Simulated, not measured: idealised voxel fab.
Herein follows the process module entitled voxel gate over fins.
For reference, the cross-section in this document is cut, with width 240 nm and square cells of 5 nm.
Heads up, the way a cross-section reads in here is a grid of square cells, handed over as bands from the top down, with every band being one or more rows of cells. Band: top and bottom heights (nm) first, top before bottom; then materials from left to right, widths in nm. "full width" marks a sole material filling the band edge to edge. "empty" denotes empty space. Where do heights start? At 0: under that level the wafer as delivered is made of one material only. And the lowest band has no floor; it just carries on downward, as in "0 nm and below". The width entry "30..40" should be interpreted row by row: the top row of cells in the band takes the first number, the bottom row takes the second number, and the change between adjacent rows is uniform throughout. You'll sometimes find "nothing changed" written for a step, and that's the way of saying that nowhere in the cross-section did a cell change during that step. "Completely enclosed voids" means: voids of 8 cells or more that are shut off from the top with no open way through. Written width x height at distance, distance from the left edge, in nm. The remark found on a step's line after its settings is issued by the simulator itself and pertains to that step. Steps that use a mask can have "overlay nm" on their line. It says how far the mask sat to the right of where it was meant to be. Negative means to the left.

Process steps foreseen in the plan
step 1: RECEIVE: material Si
step 2: CONFORMAL_DEP: material SiN, thk nm 5
step 3: DIRECTIONAL_DEP: material aC, thk nm 15
step 4: PATTERN: tone cover, mask id FINS, material resist, width nm 15, pitch nm 50, thk nm 30, overlay nm 0
step 5: DIRECTIONAL_ETCH: etch materials aC, depth nm 15
step 6: STRIP: etch materials resist
step 7: DIRECTIONAL_ETCH: etch materials SiN, depth nm 5
step 8: DIRECTIONAL_ETCH: etch materials Si, depth nm 35
step 9: STRIP: etch materials aC
step 10: OXIDIZE: depth nm 5
step 11: FILL_DEP: material SiO2, thk nm 15
step 12: CMP: height nm 5
step 13: DIRECTIONAL_DEP: material aC, thk nm 10
step 14: PATTERN: tone open, mask id RAIL, material resist, width nm 15, thk nm 30, overlay nm 0
step 15: DIRECTIONAL_ETCH: etch materials aC, depth nm 10
step 16: STRIP: etch materials resist
step 17: DIRECTIONAL_ETCH: etch materials SiO2, depth nm 35
step 18: STRIP: etch materials aC
step 19: CONFORMAL_DEP: material TiN, thk nm 5
step 20: FILL_DEP: material W, thk nm 5
step 21: CMP: height nm 5
step 22: SELECTIVE_ETCH: etch materials W Ru TiN, depth nm 25
step 23: FILL_DEP: material SiO2, thk nm 5
step 24: CMP: height nm 5
step 25: SELECTIVE_ETCH: etch materials SiO2, depth nm 15
step 26: STRIP: etch materials SiN
step 27: CONFORMAL_DEP: material HfO2, thk nm 5
step 28: CONFORMAL_DEP: material TiN, thk nm 5
step 29: CONFORMAL_DEP: material TiAl, thk nm 5
step 30: CONFORMAL_DEP: material TiN, thk nm 5
step 31: FILL_DEP: material W, thk nm 15
step 32: CMP: height nm 30
step 33: CONFORMAL_DEP: material SiN, thk nm 10

Received-state cross-section, reflecting completion of step 1
* 0 nm and below = Si full width
* Completely enclosed voids: none

Cross-section taken at module completion on the first of two wafers; processed per the plan
* 40 nm to 30 nm = SiN full width
* 30 nm to 20 nm = W full width
* 20 nm to 15 nm = W 70 nm, then TiN 45 nm, then W 5 nm, then TiN 45 nm, then W 75 nm
* 15 nm to 10 nm = W 70 nm, then TiN 5 nm, then TiAl 35 nm, then TiN 5 nm, then W 5 nm, then TiN 5 nm, then TiAl 35 nm, then TiN 5 nm, then W 75 nm
* 10 nm to 5 nm = TiN 75 nm, then TiAl 5 nm, then TiN 25 nm, then TiAl 5 nm, then TiN 15 nm, then TiAl 5 nm, then TiN 25 nm, then TiAl 5 nm, then TiN 80 nm
* 5 nm to 0 nm = TiAl 80 nm, then TiN 5 nm, then HfO2 15 nm, then TiN 5 nm, then TiAl 25 nm, then TiN 5 nm, then HfO2 15 nm, then TiN 5 nm, then TiAl 85 nm
* 0 nm to -5 nm = TiN 85 nm, then HfO2 5 nm, then Si 5 nm, then HfO2 5 nm, then TiN 35 nm, then HfO2 5 nm, then Si 5 nm, then HfO2 5 nm, then TiN 90 nm
* -5 nm to -10 nm = HfO2 90 nm, then Si 5 nm, then HfO2 45 nm, then Si 5 nm, then HfO2 95 nm
* -10 nm to -20 nm = SiO2 90 nm, then Si 5 nm, then SiO2 45 nm, then Si 5 nm, then SiO2 95 nm
* -20 nm to -25 nm = SiO2 90 nm, then Si 5 nm, then SiO2 15 nm, then TiN 5 nm, then W 5 nm, then TiN 5 nm, then SiO2 15 nm, then Si 5 nm, then SiO2 95 nm
* -25 nm to -30 nm = SiO2 90 nm, then Si 5 nm, then SiO2 15 nm, then TiN 15 nm, then SiO2 15 nm, then Si 5 nm, then SiO2 95 nm
* -30 nm to -40 nm = SiO2 90 nm, then Si 5 nm, then SiO2 45 nm, then Si 5 nm, then SiO2 95 nm
* -40 nm and below = Si full width
* Completely enclosed voids: none

Now the second wafer, cross-sectioned at the end of the module. Nothing different at the start, nothing different in the plan compared with the first, just one mistake when it was actually run
* 40 nm to 30 nm = SiN full width
* 30 nm to 20 nm = W full width
* 20 nm to 15 nm = W 70 nm, then TiN 45 nm, then W 5 nm, then TiN 45 nm, then W 75 nm
* 15 nm to 10 nm = W 70 nm, then TiN 5 nm, then Ru 35 nm, then TiN 5 nm, then W 5 nm, then TiN 5 nm, then Ru 35 nm, then TiN 5 nm, then W 75 nm
* 10 nm to 5 nm = TiN 75 nm, then Ru 5 nm, then TiN 25 nm, then Ru 5 nm, then TiN 15 nm, then Ru 5 nm, then TiN 25 nm, then Ru 5 nm, then TiN 80 nm
* 5 nm to 0 nm = Ru 80 nm, then TiN 5 nm, then HfO2 15 nm, then TiN 5 nm, then Ru 25 nm, then TiN 5 nm, then HfO2 15 nm, then TiN 5 nm, then Ru 85 nm
* 0 nm to -5 nm = TiN 85 nm, then HfO2 5 nm, then Si 5 nm, then HfO2 5 nm, then TiN 35 nm, then HfO2 5 nm, then Si 5 nm, then HfO2 5 nm, then TiN 90 nm
* -5 nm to -10 nm = HfO2 90 nm, then Si 5 nm, then HfO2 45 nm, then Si 5 nm, then HfO2 95 nm
* -10 nm to -20 nm = SiO2 90 nm, then Si 5 nm, then SiO2 45 nm, then Si 5 nm, then SiO2 95 nm
* -20 nm to -25 nm = SiO2 90 nm, then Si 5 nm, then SiO2 15 nm, then TiN 5 nm, then W 5 nm, then TiN 5 nm, then SiO2 15 nm, then Si 5 nm, then SiO2 95 nm
* -25 nm to -30 nm = SiO2 90 nm, then Si 5 nm, then SiO2 15 nm, then TiN 15 nm, then SiO2 15 nm, then Si 5 nm, then SiO2 95 nm
* -30 nm to -40 nm = SiO2 90 nm, then Si 5 nm, then SiO2 45 nm, then Si 5 nm, then SiO2 95 nm
* -40 nm and below = Si full width
* Completely enclosed voids: none
Deviation from plan: planned and actual differ for step 29; actual: CONFORMAL_DEP: material Ru, thk nm 5
Looking at both finished wafers in cells, the second ends up ahead of or behind the first on some materials: 56 more of Ru; 56 fewer of TiAl
